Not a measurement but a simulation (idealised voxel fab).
process module | voxel quadruple lines
cross-section cut | 275 nm wide | cells 5 nm
A cross-section is a grid of square cells, given in bands from the top down. A band is one or more rows of cells.
Each band's line starts with the height of the band's top and of its bottom, in nm. Then come its materials from left to right, each with its width in nm. One material with "throughout" fills the band from edge to edge. "air" is empty space.
Height 0 is the level under which the wafer as received is all one material. The lowest band goes on downwards, as in "0 down".
A width such as "30 to 40" changes by the same amount from each row of cells to the next, from the band's top row to its bottom row.
"no change" after a step means that no cell of the cross-section changed.
closed voids: empty space of 8 cells or more with no open way to the top, each as width x height at its distance from the left edge, in nm
after a step's settings: what the simulator itself notes on the step
overlay nm, on a step with a mask: how far to the right of its planned place the mask lay; to the left if negative
plan
1 op RECEIVE | material Si
2 op CONFORMAL_DEP | material SiO2 | thk nm 10
3 op DIRECTIONAL_DEP | material W | thk nm 10
4 op DIRECTIONAL_DEP | material polySi | thk nm 15
5 op DIRECTIONAL_DEP | material aC | thk nm 25
6 op PATTERN | tone cover | mask id MANDREL | material resist | width nm 20 | thk nm 35 | overlay nm 0
7 op DIRECTIONAL_ETCH | etch materials aC | depth nm 25
8 op STRIP | etch materials resist
9 op CONFORMAL_DEP | material SiO2 | thk nm 10
10 op DIRECTIONAL_ETCH | etch materials SiO2 | depth nm 10
11 op STRIP | etch materials aC
12 op DIRECTIONAL_ETCH | etch materials polySi | depth nm 15
13 op STRIP | etch materials SiO2
14 op CONFORMAL_DEP | material SiCN | thk nm 10
15 op DIRECTIONAL_ETCH | etch materials SiCN | depth nm 10
16 op STRIP | etch materials polySi
17 op DIRECTIONAL_ETCH | etch materials W | depth nm 10
18 op STRIP | etch materials SiCN
varied across the wafers: width nm of step 6. The plan shows the first wafer's value. All wafers start alike
first wafer as received, after step 1
  0 down: Si throughout
  closed voids: none
first wafer at the end, after step 18
  20 to 10: air 105 | W 10 | air 10 | W 20 | air 10 | W 10 | air 110
  10 to 0: SiO2 throughout
  0 down: Si throughout
  closed voids: none
last wafer at the end
  20 to 10: air 95 | W 10 | air 10 | W 10 | air 25 | W 10 | air 10 | W 10 | air 95
  10 to 0: SiO2 throughout
  0 down: Si throughout
  closed voids: none
each wafer at the end: cells of each material gained (+) or lost (-) since it was received, then its closed voids
width nm 20 | +110 SiO2 | +16 W | closed voids: none
width nm 25 | +110 SiO2 | +16 W | closed voids: none
width nm 30 | +110 SiO2 | +16 W | closed voids: none
width nm 35 | +110 SiO2 | +16 W | closed voids: none
width nm 40 | +110 SiO2 | +16 W | closed voids: none
width nm 45 | +110 SiO2 | +16 W | closed voids: none
